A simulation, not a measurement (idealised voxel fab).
The following is a process module called voxel self aligned vias.
Cross-section cut: width 280 nm, square cells of 5 nm.
In what follows, cross-sections appear as grids of square cells, described through bands that run from the top down, where every band is one or more rows of cells. What a band's entry tells you: where the top is and where the bottom is, as heights in nm, and after that what lies inside, material by material from left to right, each with its width in nm. Empty space is written as the word "air", and a single material marked with the word "edge to edge" occupies the band from edge to edge. Heights from 0 (as-received wafer is one material below). Bottom band endless downward, as "0 and below". The width entry "30->40" should be interpreted row by row: the top row of cells in the band takes the first number, the bottom row takes the second number, and the change between adjacent rows is uniform throughout. When a step is marked "nothing was modified", none of the cells in the cross-section changed during that step. Unvented internal voids: empty space of 8 cells or more with no open way to the top, each as width x height at its distance from the left edge, in nm. Text after the settings on a step's line: the simulator's own remark on that step. overlay nm: where the mask lay relative to plan, measured to the right, on steps with a mask; negatives go left.
### Below is the list of planned process steps
1. op RECEIVE | material Si
2. op CONFORMAL_DEP | material SiO2 | thk nm 15
3. op CONFORMAL_DEP | material SiCN | thk nm 5
4. op DIRECTIONAL_DEP | material lowk | thk nm 30
5. op MASKED_ETCH | tone open | mask id LINES | width nm 25 | pitch nm 65 | etch materials lowk | depth nm 30 | overlay nm 0
6. op CONFORMAL_DEP | material TiN | thk nm 5
7. op FILL_DEP | material Ru | thk nm 5
8. op CMP | height nm 50
9. op SELECTIVE_ETCH | etch materials W Ru TiN | depth nm 10
10. op FILL_DEP | material SiN | thk nm 5
11. op CMP | height nm 50
12. op DIRECTIONAL_DEP | material lowk | thk nm 20
13. op PATTERN | tone open | mask id VIAS | material resist | width nm 45 | pitch nm 130 | thk nm 15 | overlay nm 0
14. op DIRECTIONAL_ETCH | etch materials lowk | depth nm 20
15. op DIRECTIONAL_ETCH | etch materials SiN | depth nm 10
16. op STRIP | etch materials resist
17. op CONFORMAL_DEP | material TiN | thk nm 5
18. op FILL_DEP | material Ru | thk nm 5
19. op CMP | height nm 70
20. op CONFORMAL_DEP | material SiN | thk nm 5
### First wafer out of two, processed as planned
### Shown in cross-section is the wafer as received, that is, as it stands after step 1
    0 and below: Si edge to edge
    Unvented internal voids: none
### Sectional view: wafer, after step 2
    15 down to 0: SiO2 edge to edge
    Below 0, no change.
### Sectional view: wafer, after step 3
    20 down to 15: SiCN edge to edge
    Below 15, no change.
### Sectional view: wafer, after step 4
    50 down to 20: lowk edge to edge
    Below 20, no change.
### Sectional view: wafer, after step 5
    50 down to 20: 60 of lowk / 25 of air / 40 of lowk / 25 of air / 40 of lowk / 25 of air / 65 of lowk
    Below 20, no change.
### Sectional view: wafer, after step 6
    55 down to 50: 65 of TiN / 15 of air / 50 of TiN / 15 of air / 50 of TiN / 15 of air / 70 of TiN
    50 down to 25: 60 of lowk / 5 of TiN / 15 of air / 5 of TiN / 40 of lowk / 5 of TiN / 15 of air / 5 of TiN / 40 of lowk / 5 of TiN / 15 of air / 5 of TiN / 65 of lowk
    25 down to 20: 60 of lowk / 25 of TiN / 40 of lowk / 25 of TiN / 40 of lowk / 25 of TiN / 65 of lowk
    Below 20, no change.
### Sectional view: wafer, after step 7
    60 down to 55: Ru edge to edge
    55 down to 50: 65 of TiN / 15 of Ru / 50 of TiN / 15 of Ru / 50 of TiN / 15 of Ru / 70 of TiN
    50 down to 25: 60 of lowk / 5 of TiN / 15 of Ru / 5 of TiN / 40 of lowk / 5 of TiN / 15 of Ru / 5 of TiN / 40 of lowk / 5 of TiN / 15 of Ru / 5 of TiN / 65 of lowk
    Below 25, no change.
### Sectional view: wafer, after step 8
    50 down to 25: 60 of lowk / 5 of TiN / 15 of Ru / 5 of TiN / 40 of lowk / 5 of TiN / 15 of Ru / 5 of TiN / 40 of lowk / 5 of TiN / 15 of Ru / 5 of TiN / 65 of lowk
    Below 25, no change.
### Sectional view: wafer, after step 9
    50 down to 40: 60 of lowk / 25 of air / 40 of lowk / 25 of air / 40 of lowk / 25 of air / 65 of lowk
    Below 40, no change.
### Sectional view: wafer, after step 10
    55 down to 50: SiN edge to edge
    50 down to 40: 60 of lowk / 25 of SiN / 40 of lowk / 25 of SiN / 40 of lowk / 25 of SiN / 65 of lowk
    Below 40, no change.
### Sectional view: wafer, after step 11
    50 down to 40: 60 of lowk / 25 of SiN / 40 of lowk / 25 of SiN / 40 of lowk / 25 of SiN / 65 of lowk
    Below 40, no change.
### Sectional view: wafer, after step 12
    70 down to 50: lowk edge to edge
    Below 50, no change.
### Sectional view: wafer, after step 13
    85 down to 70: 50 of resist / 45 of air / 85 of resist / 45 of air / 55 of resist
    Below 70, no change.
### Sectional view: wafer, after step 14
    85 down to 70: 50 of resist / 45 of air / 85 of resist / 45 of air / 55 of resist
    70 down to 50: 50 of lowk / 45 of air / 85 of lowk / 45 of air / 55 of lowk
    Below 50, no change.
### Sectional view: wafer, after step 15
    85 down to 70: 50 of resist / 45 of air / 85 of resist / 45 of air / 55 of resist
    70 down to 50: 50 of lowk / 45 of air / 85 of lowk / 45 of air / 55 of lowk
    50 down to 40: 60 of lowk / 25 of air / 40 of lowk / 25 of SiN / 40 of lowk / 25 of air / 65 of lowk
    Below 40, no change.
### Sectional view: wafer, after step 16
    70 down to 50: 50 of lowk / 45 of air / 85 of lowk / 45 of air / 55 of lowk
    Below 50, no change.
### Sectional view: wafer, after step 17
    75 down to 70: 55 of TiN / 35 of air / 95 of TiN / 35 of air / 60 of TiN
    70 down to 55: 50 of lowk / 5 of TiN / 35 of air / 5 of TiN / 85 of lowk / 5 of TiN / 35 of air / 5 of TiN / 55 of lowk
    55 down to 50: 50 of lowk / 15 of TiN / 15 of air / 15 of TiN / 85 of lowk / 15 of TiN / 15 of air / 15 of TiN / 55 of lowk
    50 down to 45: 60 of lowk / 5 of TiN / 15 of air / 5 of TiN / 40 of lowk / 25 of SiN / 40 of lowk / 5 of TiN / 15 of air / 5 of TiN / 65 of lowk
    45 down to 40: 60 of lowk / 25 of TiN / 40 of lowk / 25 of SiN / 40 of lowk / 25 of TiN / 65 of lowk
    Below 40, no change.
### Sectional view: wafer, after step 18
    80 down to 75: Ru edge to edge
    75 down to 70: 55 of TiN / 35 of Ru / 95 of TiN / 35 of Ru / 60 of TiN
    70 down to 55: 50 of lowk / 5 of TiN / 35 of Ru / 5 of TiN / 85 of lowk / 5 of TiN / 35 of Ru / 5 of TiN / 55 of lowk
    55 down to 50: 50 of lowk / 15 of TiN / 15 of Ru / 15 of TiN / 85 of lowk / 15 of TiN / 15 of Ru / 15 of TiN / 55 of lowk
    50 down to 45: 60 of lowk / 5 of TiN / 15 of Ru / 5 of TiN / 40 of lowk / 25 of SiN / 40 of lowk / 5 of TiN / 15 of Ru / 5 of TiN / 65 of lowk
    Below 45, no change.
### Sectional view: wafer, after step 19
    70 down to 55: 50 of lowk / 5 of TiN / 35 of Ru / 5 of TiN / 85 of lowk / 5 of TiN / 35 of Ru / 5 of TiN / 55 of lowk
    Below 55, no change.
### Sectional view: wafer, after step 20
    75 down to 70: SiN edge to edge
    Below 70, no change.
### Companion wafer, the second of two: same beginning, same intended sequence, one mistake in carrying it out; through step 2 inclusive it tracks the first exactly
### Second wafer profile in section, at the moment step 3 of the plan was meant to be complete
    45 down to 15: lowk edge to edge
    Below 15, no change.
### Second wafer profile in section, at the moment step 4 of the plan was meant to be complete
    50 down to 45: SiCN edge to edge
    Below 45, no change.
Second wafer profile in section, at the moment step 5 of the plan was meant to be complete: nothing was modified
### Second wafer profile in section, at the moment step 6 of the plan was meant to be complete
    55 down to 50: TiN edge to edge
    Below 50, no change.
### Second wafer profile in section, at the moment step 7 of the plan was meant to be complete
    60 down to 55: Ru edge to edge
    Below 55, no change.
### Second wafer profile in section, at the moment step 8 of the plan was meant to be complete
    50 down to 45: SiCN edge to edge
    Below 45, no change.
Second wafer profile in section, at the moment step 9 of the plan was meant to be complete: nothing was modified
### Second wafer profile in section, at the moment step 10 of the plan was meant to be complete
    55 down to 50: SiN edge to edge
    Below 50, no change.
### Second wafer profile in section, at the moment step 11 of the plan was meant to be complete
    50 down to 45: SiCN edge to edge
    Below 45, no change.
### Second wafer profile in section, at the moment step 12 of the plan was meant to be complete
    70 down to 50: lowk edge to edge
    Below 50, no change.
### Second wafer profile in section, at the moment step 13 of the plan was meant to be complete
    85 down to 70: 50 of resist / 45 of air / 85 of resist / 45 of air / 55 of resist
    Below 70, no change.
### Second wafer profile in section, at the moment step 14 of the plan was meant to be complete
    85 down to 70: 50 of resist / 45 of air / 85 of resist / 45 of air / 55 of resist
    70 down to 50: 50 of lowk / 45 of air / 85 of lowk / 45 of air / 55 of lowk
    Below 50, no change.
Second wafer profile in section, at the moment step 15 of the plan was meant to be complete: nothing was modified
### Second wafer profile in section, at the moment step 16 of the plan was meant to be complete
    70 down to 50: 50 of lowk / 45 of air / 85 of lowk / 45 of air / 55 of lowk
    Below 50, no change.
### Second wafer profile in section, at the moment step 17 of the plan was meant to be complete
    75 down to 70: 55 of TiN / 35 of air / 95 of TiN / 35 of air / 60 of TiN
    70 down to 55: 50 of lowk / 5 of TiN / 35 of air / 5 of TiN / 85 of lowk / 5 of TiN / 35 of air / 5 of TiN / 55 of lowk
    55 down to 50: 50 of lowk / 45 of TiN / 85 of lowk / 45 of TiN / 55 of lowk
    Below 50, no change.
### Second wafer profile in section, at the moment step 18 of the plan was meant to be complete
    80 down to 75: Ru edge to edge
    75 down to 70: 55 of TiN / 35 of Ru / 95 of TiN / 35 of Ru / 60 of TiN
    70 down to 55: 50 of lowk / 5 of TiN / 35 of Ru / 5 of TiN / 85 of lowk / 5 of TiN / 35 of Ru / 5 of TiN / 55 of lowk
    Below 55, no change.
### Second wafer profile in section, at the moment step 19 of the plan was meant to be complete
    70 down to 55: 50 of lowk / 5 of TiN / 35 of Ru / 5 of TiN / 85 of lowk / 5 of TiN / 35 of Ru / 5 of TiN / 55 of lowk
    Below 55, no change.
### Second wafer profile in section, at the moment step 20 of the plan was meant to be complete
    75 down to 70: SiN edge to edge
    Below 70, no change.
Which mistake was made when the wafer was run? steps 3 and 4 of the plan were run in the wrong order, each in the other's place
Wafer comparison, final, in cells, second relative to first, materials more or fewer: -39 Ru; -10 SiN; -41 TiN; +90 lowk
